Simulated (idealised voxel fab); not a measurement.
The process module presented herein is designated voxel wiring stack.
Shown is cross-section cut, with a width of 215 nm and square cells of size 5 nm.
A cross-section in this document is a grid of square cells, and it is written down as bands, the top band listed before the ones below it; a band is made up of one or more rows of cells.
What a band's entry tells you: where the top is and where the bottom is, as heights in nm, and after that what lies inside, material by material from left to right, each with its width in nm. Empty space is written as the word "air", and a single material marked with the word "throughout" occupies the band from edge to edge.
A quick word on heights: they are counted from 0, and under that level the wafer as it came to us is one material throughout. The lowest band is different from the rest in having no bottom; it simply continues downward, written as in "0 nm and below".
The notation "30..40" denotes a width that varies across the rows of cells in the band, beginning at the first number in the top row, finishing at the second number in the bottom row, and changing by an identical amount from each row to the next.
Where the words "same as before" appear for a step, the cross-section shows no cell changed by that step; every cell remained as before.
Entry "Sealed internal cavities". Content: empty spaces with no open connection to the top, size 8 cells or greater. Each: width x height at distance. Distance: from left edge. Unit: nm.
after a step's settings: what the simulator itself notes on the step
A step's line can hold "overlay nm"; with a mask on that step, the setting says how far right of the planned place the mask lay, while a negative setting says it lay to the left.
This section lists the process steps that were planned:
1: op RECEIVE | material Si
2: op CONFORMAL_DEP | material SiO2 | thk nm 15
3: op CONFORMAL_DEP | material SiN | thk nm 5
4: op DIRECTIONAL_DEP | material lowk | thk nm 15
5: op MASKED_ETCH | tone open | mask id METAL_1 | width nm 25 | pitch nm 45 | etch materials lowk | depth nm 15 | overlay nm 0
6: op MASKED_ETCH | tone open | mask id METAL_1 | width nm 25 | pitch nm 45 | etch materials SiN | depth nm 5 | overlay nm 0
7: op CONFORMAL_DEP | material TiN | thk nm 5
8: op FILL_DEP | material Cu | thk nm 5
9: op CMP | height nm 35
10: op CONFORMAL_DEP | material SiCN | thk nm 5
11: op DIRECTIONAL_DEP | material SiO2 | thk nm 25
12: op DIRECTIONAL_DEP | material aC | thk nm 10
13: op PATTERN | tone open | mask id METAL_2_HOLES | material resist | width nm 15 | pitch nm 45 | thk nm 25 | overlay nm 0
14: op DIRECTIONAL_ETCH | etch materials aC | depth nm 10
15: op STRIP | etch materials resist
16: op DIRECTIONAL_ETCH | etch materials SiO2 | depth nm 25
17: op STRIP | etch materials aC
18: op MASKED_ETCH | tone open | mask id METAL_2 | width nm 25 | pitch nm 45 | etch materials SiO2 | depth nm 15 | overlay nm 0
19: op MASKED_ETCH | tone open | mask id METAL_2 | width nm 25 | pitch nm 45 | etch materials SiCN | depth nm 5 | overlay nm 0
20: op CONFORMAL_DEP | material TiN | thk nm 5
21: op FILL_DEP | material Ru | thk nm 10
22: op CMP | height nm 65
23: op CONFORMAL_DEP | material SiCN | thk nm 5
24: op DIRECTIONAL_DEP | material SiO2 | thk nm 15
25: op MASKED_ETCH | tone open | mask id PLUG_2 | width nm 15 | etch materials SiO2 | depth nm 15 | overlay nm 0
26: op MASKED_ETCH | tone open | mask id PLUG_2 | width nm 15 | etch materials SiCN | depth nm 5 | overlay nm 0
27: op EPI | material Ru | thk nm 10
28: op EPI | material Ru | thk nm 10
29: op DIRECTIONAL_DEP | material TiN | thk nm 5
30: op DIRECTIONAL_DEP | material Ru | thk nm 20
31: op DIRECTIONAL_DEP | material aC | thk nm 10
32: op PATTERN | tone cover | mask id METAL_3 | material resist | width nm 25 | pitch nm 45 | thk nm 25 | overlay nm 0
33: op DIRECTIONAL_ETCH | etch materials aC | depth nm 10
34: op STRIP | etch materials resist
35: op DIRECTIONAL_ETCH | etch materials Ru | depth nm 20
36: op DIRECTIONAL_ETCH | etch materials TiN | depth nm 5
37: op STRIP | etch materials aC
38: op FILL_DEP | material SiO2 | thk nm 5
39: op CMP | height nm 110
40: op CONFORMAL_DEP | material SiCN | thk nm 5
41: op DIRECTIONAL_DEP | material lowk | thk nm 25
42: op MASKED_ETCH | tone open | mask id METAL_4 | width nm 25 | pitch nm 45 | etch materials lowk | depth nm 15 | overlay nm 0
43: op DIRECTIONAL_DEP | material aC | thk nm 15
44: op PATTERN | tone open | mask id METAL_4_HOLES | material resist | width nm 15 | thk nm 35 | overlay nm 0
45: op DIRECTIONAL_ETCH | etch materials aC | depth nm 15
46: op STRIP | etch materials resist
47: op DIRECTIONAL_ETCH | etch materials lowk | depth nm 10
48: op DIRECTIONAL_ETCH | etch materials SiCN | depth nm 5
49: op STRIP | etch materials aC
50: op CONFORMAL_DEP | material TiN | thk nm 5
51: op FILL_DEP | material Cu | thk nm 10
52: op CMP | height nm 140
53: op CONFORMAL_DEP | material SiCN | thk nm 5
Cross-section: wafer on arrival = after step 1:
    0 nm and below: Si throughout
    Sealed internal cavities: none
Starting wafer: above. Plan: above. Run: one mistake. Cross-section after the module: below:
    145 nm to 140 nm: SiCN throughout
    140 nm to 130 nm: 70 nm lowk, 5 nm TiN, 15 nm Cu, 5 nm TiN, 20 nm lowk, 5 nm TiN, 15 nm Cu, 5 nm TiN, 75 nm lowk
    130 nm to 125 nm: 70 nm lowk, 5 nm TiN, 5 nm Cu, 15 nm TiN, 20 nm lowk, 25 nm TiN, 75 nm lowk
    125 nm to 115 nm: 70 nm lowk, 5 nm TiN, 5 nm Cu, 5 nm TiN, 130 nm lowk
    115 nm to 110 nm: 70 nm SiCN, 15 nm TiN, 130 nm SiCN
    110 nm to 90 nm: 70 nm TiN, 25 nm Ru, 20 nm TiN, 25 nm Ru, 75 nm TiN
    90 nm to 85 nm: TiN throughout
    85 nm to 70 nm: 70 nm SiO2, 15 nm Ru, 130 nm SiO2
    70 nm to 65 nm: 70 nm SiCN, 15 nm Ru, 130 nm SiCN
    65 nm to 55 nm: 70 nm SiO2, 5 nm TiN, 15 nm Ru, 5 nm TiN, 20 nm SiO2, 5 nm TiN, 15 nm Ru, 5 nm TiN, 75 nm SiO2
    55 nm to 50 nm: 70 nm SiO2, 5 nm TiN, 5 nm Ru, 15 nm TiN, 20 nm SiO2, 5 nm TiN, 5 nm Ru, 15 nm TiN, 75 nm SiO2
    50 nm to 40 nm: 70 nm SiO2, 5 nm TiN, 5 nm Ru, 5 nm TiN, 30 nm SiO2, 5 nm TiN, 5 nm Ru, 5 nm TiN, 85 nm SiO2
    40 nm to 35 nm: 70 nm SiCN, 15 nm TiN, 30 nm SiCN, 15 nm TiN, 85 nm SiCN
    35 nm to 20 nm: 70 nm lowk, 5 nm TiN, 15 nm Cu, 5 nm TiN, 20 nm lowk, 5 nm TiN, 15 nm Cu, 5 nm TiN, 75 nm lowk
    20 nm to 15 nm: 70 nm SiN, 25 nm TiN, 20 nm SiN, 25 nm TiN, 75 nm SiN
    15 nm to 0 nm: SiO2 throughout
    0 nm and below: Si throughout
    Sealed internal cavities: none
Want to know what went wrong? step 38 changed vs plan, executed as op FILL_DEP | material TiN | thk nm 5
